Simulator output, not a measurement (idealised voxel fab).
Process module, titled voxel capacitor over wiring
Each square cell in cross-section cut measures 5 nm, and the section as a whole is 165 nm wide.
How to read a cross-section here: the picture is a grid of square cells, written as bands going from the top down, and any band can span one or more rows of cells. Read a band's entry like this: the first values are the height of its top and the height of its bottom in nm, and what follows is the sequence of materials from left to right, each with its width in nm. Note that "air" is empty space, and that a single material marked "throughout" reaches across the band from edge to edge. Height reference: 0 = level under which incoming wafer is all one material. Lowest band: no bottom, runs on downward, e.g. "0 down". It should be noted that a width expressed as "30 to 40" varies in equal increments from row to row of cells within the band, taking the value of the first number at the top row and that of the second number at the bottom row. Given "no alterations made" for a step, no cell of the cross-section differs between before and after that step. "Catalogued sealed voids" means: voids of 8 cells or more that are shut off from the top with no open way through. Written width x height at distance, distance from the left edge, in nm. On each step's line, the part that comes after the settings is the simulator's own comment on the step. overlay nm, on a step with a mask: how far to the right of its planned place the mask lay; to the left if negative.

## The steps planned for the process are as follows
| 1 | RECEIVE with material Si |
| 2 | CONFORMAL_DEP with material SiO2, thk nm 10 |
| 3 | DIRECTIONAL_DEP with material TiN, thk nm 5 |
| 4 | DIRECTIONAL_DEP with material Ru, thk nm 25 |
| 5 | DIRECTIONAL_DEP with material aC, thk nm 15 |
| 6 | PATTERN with tone cover, mask id METAL_1, material resist, width nm 20, pitch nm 75, thk nm 35, overlay nm 0 |
| 7 | DIRECTIONAL_ETCH with etch materials aC, depth nm 15 |
| 8 | STRIP with etch materials resist |
| 9 | DIRECTIONAL_ETCH with etch materials Ru, depth nm 25 |
| 10 | DIRECTIONAL_ETCH with etch materials TiN, depth nm 5 |
| 11 | STRIP with etch materials aC |
| 12 | FILL_DEP with material SiO2, thk nm 10 |
| 13 | CMP with height nm 40 |
| 14 | CONFORMAL_DEP with material SiCN, thk nm 5 |
| 15 | DIRECTIONAL_DEP with material SiO2, thk nm 20 |
| 16 | DIRECTIONAL_DEP with material aC, thk nm 15 |
| 17 | PATTERN with tone open, mask id PLUG_1, material resist, width nm 15, thk nm 30, overlay nm 0 |
| 18 | DIRECTIONAL_ETCH with etch materials aC, depth nm 15 |
| 19 | STRIP with etch materials resist |
| 20 | DIRECTIONAL_ETCH with etch materials SiO2, depth nm 20 |
| 21 | DIRECTIONAL_ETCH with etch materials SiCN, depth nm 5 |
| 22 | STRIP with etch materials aC |
| 23 | EPI with material Ru, thk nm 10 |
| 24 | EPI with material Ru, thk nm 10 |
| 25 | EPI with material Ru, thk nm 5 |
| 26 | DIRECTIONAL_DEP with material TiN, thk nm 5 |
| 27 | DIRECTIONAL_DEP with material HfO2, thk nm 5 |
| 28 | DIRECTIONAL_DEP with material TiN, thk nm 10 |
| 29 | MASKED_ETCH with tone cover, mask id UPPER_PLATE, width nm 60, etch materials TiN, depth nm 10, overlay nm 0 |
| 30 | MASKED_ETCH with tone cover, mask id UPPER_PLATE, width nm 60, etch materials HfO2, depth nm 5, overlay nm 0 |
| 31 | MASKED_ETCH with tone cover, mask id LOWER_PLATE, width nm 70, etch materials TiN, depth nm 5, overlay nm 0 |
| 32 | FILL_DEP with material SiO2, thk nm 20 |
| 33 | CMP with height nm 100 |
| 34 | MASKED_ETCH with tone open, mask id PLUG_2, width nm 15, etch materials SiO2, depth nm 15, overlay nm 0 |
| 35 | CONFORMAL_DEP with material TiN, thk nm 5 |
| 36 | FILL_DEP with material Cu, thk nm 10 |
| 37 | CMP with height nm 100 |
| 38 | CONFORMAL_DEP with material SiN, thk nm 5 |

## Step 1 complete: cross-section of the wafer as received
  0 down  Si throughout
  Catalogued sealed voids: none

## One mistake in running the module, otherwise start and plan as above: cross-section at the end
  105 to 100  SiN throughout
  100 to 90  50 SiO2 | 5 TiN | 5 Cu | 5 TiN | 100 SiO2
  90 to 85  50 SiO2 | 15 TiN | 100 SiO2
  85 to 75  40 SiO2 | 60 TiN | 65 SiO2
  75 to 70  40 SiO2 | 60 HfO2 | 65 SiO2
  70 to 65  35 SiO2 | 70 TiN | 60 SiO2
  65 to 45  35 SiO2 | 15 Ru | 115 SiO2
  45 to 40  35 SiCN | 15 Ru | 115 SiCN
  40 to 15  35 SiO2 | 20 Ru | 55 SiO2 | 20 Ru | 35 SiO2
  15 to 10  35 SiO2 | 20 TiN | 55 SiO2 | 20 TiN | 35 SiO2
  10 to 0  SiO2 throughout
  0 down  Si throughout
  Catalogued sealed voids: none
Run error: step 17 changed vs plan, executed as PATTERN with tone open, mask id PLUG_1, material resist, width nm 15, thk nm 30, overlay nm -5
